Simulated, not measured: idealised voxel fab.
process module | voxel wiring stack
cross-section cut | 200 nm wide | cells 5 nm
A cross-section is a grid of square cells, given in bands from the top down. A band is one or more rows of cells.
Each band's line starts with the height of the band's top and of its bottom, in nm. Then come its materials from left to right, each with its width in nm. One material with "throughout" fills the band from edge to edge. "air" is empty space.
Height 0 is the level under which the wafer as received is all one material. The lowest band goes on downwards, as in "0 down".
A width such as "30 to 40" changes by the same amount from each row of cells to the next, from the band's top row to its bottom row.
"no change" after a step means that no cell of the cross-section changed.
closed voids: empty space of 8 cells or more with no open way to the top, each as width x height at its distance from the left edge, in nm
after a step's settings: what the simulator itself notes on the step
overlay nm, on a step with a mask: how far to the right of its planned place the mask lay; to the left if negative
plan
1 op RECEIVE | material Si
2 op CONFORMAL_DEP | material SiO2 | thk nm 15
3 op DIRECTIONAL_DEP | material TiN | thk nm 5
4 op DIRECTIONAL_DEP | material Ru | thk nm 15
5 op MASKED_ETCH | tone cover | mask id METAL_1 | width nm 30 | pitch nm 60 | etch materials Ru | depth nm 15 | overlay nm 0
6 op MASKED_ETCH | tone cover | mask id METAL_1 | width nm 30 | pitch nm 60 | etch materials TiN | depth nm 5 | overlay nm 0
7 op FILL_DEP | material lowk | thk nm 5
8 op CMP | height nm 35
9 op CONFORMAL_DEP | material SiCN | thk nm 5
10 op DIRECTIONAL_DEP | material lowk | thk nm 20
11 op PATTERN | tone open | mask id PLUG_1 | material resist | width nm 15 | pitch nm 60 | thk nm 15 | overlay nm 0
12 op DIRECTIONAL_ETCH | etch materials lowk | depth nm 20
13 op DIRECTIONAL_ETCH | etch materials SiCN | depth nm 5
14 op STRIP | etch materials resist
15 op CONFORMAL_DEP | material TiN | thk nm 5
16 op FILL_DEP | material Cu | thk nm 5
17 op CMP | height nm 60
18 op DIRECTIONAL_DEP | material TiN | thk nm 5
19 op DIRECTIONAL_DEP | material W | thk nm 15
20 op PATTERN | tone cover | mask id METAL_2 | material resist | width nm 30 | pitch nm 60 | thk nm 20 | overlay nm 0
21 op DIRECTIONAL_ETCH | etch materials W | depth nm 15
22 op DIRECTIONAL_ETCH | etch materials TiN | depth nm 5
23 op STRIP | etch materials resist
24 op CONFORMAL_DEP | material SiCN | thk nm 5
25 op FILL_DEP | material lowk | thk nm 10
26 op CMP | height nm 80
27 op CONFORMAL_DEP | material SiCN | thk nm 5
28 op DIRECTIONAL_DEP | material SiO2 | thk nm 20
29 op MASKED_ETCH | tone open | mask id PLUG_2 | width nm 15 | pitch nm 60 | etch materials SiO2 | depth nm 20 | overlay nm 0
30 op MASKED_ETCH | tone open | mask id PLUG_2 | width nm 15 | pitch nm 60 | etch materials SiCN | depth nm 5 | overlay nm 0
31 op EPI | material Ru | thk nm 10
32 op EPI | material Ru | thk nm 10
33 op EPI | material Ru | thk nm 5
34 op DIRECTIONAL_DEP | material TiN | thk nm 5
35 op DIRECTIONAL_DEP | material W | thk nm 25
36 op MASKED_ETCH | tone cover | mask id METAL_3 | width nm 30 | pitch nm 60 | etch materials W | depth nm 25 | overlay nm 0
37 op MASKED_ETCH | tone cover | mask id METAL_3 | width nm 30 | pitch nm 60 | etch materials TiN | depth nm 5 | overlay nm 0
38 op CONFORMAL_DEP | material SiN | thk nm 5
39 op FILL_DEP | material lowk | thk nm 10
40 op CMP | height nm 135
41 op CONFORMAL_DEP | material SiN | thk nm 5
as received, after step 1
  0 down: Si throughout
  closed voids: none
first wafer at the end, as planned
  140 to 135: SiN throughout
  135 to 110: lowk 50 | SiN 5 | W 30 | SiN 5 | lowk 20 | SiN 5 | W 30 | SiN 5 | lowk 50
  110 to 105: SiN 55 | TiN 30 | SiN 30 | TiN 30 | SiN 55
  105 to 85: SiO2 55 | Ru 15 | SiO2 45 | Ru 15 | SiO2 70
  85 to 80: SiCN 55 | Ru 15 | SiCN 45 | Ru 15 | SiCN 70
  80 to 65: lowk 50 | SiCN 5 | W 30 | SiCN 5 | lowk 20 | SiCN 5 | W 30 | SiCN 5 | lowk 50
  65 to 60: SiCN 55 | TiN 30 | SiCN 30 | TiN 30 | SiCN 55
  60 to 40: lowk 55 | TiN 5 | Cu 5 | TiN 5 | lowk 45 | TiN 5 | Cu 5 | TiN 5 | lowk 70
  40 to 35: SiCN 55 | TiN 15 | SiCN 45 | TiN 15 | SiCN 70
  35 to 20: lowk 55 | Ru 30 | lowk 30 | Ru 30 | lowk 55
  20 to 15: lowk 55 | TiN 30 | lowk 30 | TiN 30 | lowk 55
  15 to 0: SiO2 throughout
  0 down: Si throughout
  closed voids: none
second wafer at the end: like start, like plan, one mistake
  140 to 135: SiN throughout
  135 to 115: lowk 55 | SiN 5 | W 20 | SiN 5 | lowk 30 | SiN 5 | W 20 | SiN 5 | lowk 55
  115 to 110: lowk 50 | SiN 10 | W 20 | SiN 10 | lowk 20 | SiN 10 | W 20 | SiN 10 | lowk 50
  110 to 105: SiN 55 | TiN 30 | SiN 30 | TiN 30 | SiN 55
  105 to 85: SiO2 55 | Ru 15 | SiO2 45 | Ru 15 | SiO2 70
  85 to 80: SiCN 55 | Ru 15 | SiCN 45 | Ru 15 | SiCN 70
  80 to 65: lowk 50 | SiCN 5 | W 30 | SiCN 5 | lowk 20 | SiCN 5 | W 30 | SiCN 5 | lowk 50
  65 to 60: SiCN 55 | TiN 30 | SiCN 30 | TiN 30 | SiCN 55
  60 to 40: lowk 55 | TiN 5 | Cu 5 | TiN 5 | lowk 45 | TiN 5 | Cu 5 | TiN 5 | lowk 70
  40 to 35: SiCN 55 | TiN 15 | SiCN 45 | TiN 15 | SiCN 70
  35 to 20: lowk 55 | Ru 30 | lowk 30 | Ru 30 | lowk 55
  20 to 15: lowk 55 | TiN 30 | lowk 30 | TiN 30 | lowk 55
  15 to 0: SiO2 throughout
  0 down: Si throughout
  closed voids: none
what went wrong: step 36 ran as: op MASKED_ETCH | tone cover | mask id METAL_3 | width nm 20 | pitch nm 60 | etch materials W | depth nm 25 | overlay nm 0
at the end the second wafer has, in cells: 4 more of SiN | 20 fewer of W | 16 more of lowk
